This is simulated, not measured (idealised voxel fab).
This is a process module. Its name is voxel local oxidation.
Each square cell in cross-section cut measures 5 nm, and the section as a whole is 160 nm wide.
This document writes a cross-section as a grid whose cells are square, and gives it as bands, listed from the top down; one or more rows of cells form a band.
A band entry consists of two parts. The first gives the height of the band's top and the height of its bottom, in nm. The rest lists the band's materials from left to right, each with its width in nm. A single material labelled with the word "full width" fills the band from edge to edge, and the word "air" marks empty space.
Below 0: as-received wafer, all one material; heights counted from there. Lowest band: no bottom, goes on down, written "0 down".
Think of "30->40" as a width that walks from the first number to the second as you go down the band, top row to bottom row, taking equal-sized steps from row to row.
Given "nothing got changed" for a step, no cell of the cross-section differs between before and after that step.
Entry "Enclosed internal cavities". Content: empty spaces with no open connection to the top, size 8 cells or greater. Each: width x height at distance. Distance: from left edge. Unit: nm.
Where a step's line continues beyond its settings, the continuation is a remark by the simulator itself on that step.
The line of a step may include "overlay nm". On a step with a mask, this value is how far to the right of its planned place the mask lay. A negative value means the mask lay to the left.

## List of planned process steps
1) RECEIVE | material Si
2) CONFORMAL_DEP | material SiO2 | thk nm 5
3) CONFORMAL_DEP | material SiN | thk nm 10
4) PATTERN | tone cover | mask id ACTIVE | material resist | width nm 95 | thk nm 15 | overlay nm 0
5) DIRECTIONAL_ETCH | etch materials SiN | depth nm 10
6) STRIP | etch materials resist
7) SELECTIVE_ETCH | etch materials SiO2 | depth nm 5
8) OXIDIZE | depth nm 10
9) STRIP | etch materials SiN

## Run as planned: first of two wafers

## Cross-section of the wafer at receipt, which is the condition after step 1
0 down: Si full width
Enclosed internal cavities: none

## The wafer in cross-section once step 2 is complete
5 to 0: SiO2 full width
All layers under 0 are left as they were.

## The wafer in cross-section once step 3 is complete
15 to 5: SiN full width
All layers under 5 are left as they were.

## The wafer in cross-section once step 4 is complete
30 to 15: air 30, resist 95, air 35
All layers under 15 are left as they were.

## The wafer in cross-section once step 5 is complete
30 to 15: air 30, resist 95, air 35
15 to 5: air 30, SiN 95, air 35
All layers under 5 are left as they were.

## The wafer in cross-section once step 6 is complete
15 to 5: air 30, SiN 95, air 35
All layers under 5 are left as they were.

## The wafer in cross-section once step 7 is complete
15 to 5: air 30, SiN 95, air 35
5 to 0: air 35, SiO2 85, air 40
All layers under 0 are left as they were.

## The wafer in cross-section once step 8 is complete
15 to 5: air 30, SiN 95, air 35
5 to 0: air 35, SiO2 85, air 40
0 to -10: SiO2 45, Si 65, SiO2 50
All layers under -10 are left as they were.

## The wafer in cross-section once step 9 is complete
5 to 0: air 35, SiO2 85, air 40
All layers under 0 are left as they were.

## For the second wafer, take the first wafer's start and plan, then add one mistake made in running it; everything through step 5, that step included, is shared with the first

## Cross-sectional view of the second wafer at the intended end time of process step 6
30 to 15: air 30, resist 95, air 35
15 to 5: air 30, SiN 95, air 35
5 to 0: air 35, SiO2 85, air 40
All layers under 0 are left as they were.

## Cross-sectional view of the second wafer at the intended end time of process step 7
15 to 5: air 30, SiN 95, air 35
All layers under 5 are left as they were.

## Cross-sectional view of the second wafer at the intended end time of process step 8
15 to 5: air 30, SiN 95, air 35
5 to 0: air 35, SiO2 85, air 40
0 to -10: SiO2 45, Si 65, SiO2 50
All layers under -10 are left as they were.

## Cross-sectional view of the second wafer at the intended end time of process step 9
5 to 0: air 35, SiO2 85, air 40
All layers under 0 are left as they were.
Against the plan, the run slipped here: steps 6 and 7 run out of order (swapped)
The mistake has no effect on what this model computes, because the two wafers end with the same cross-section.
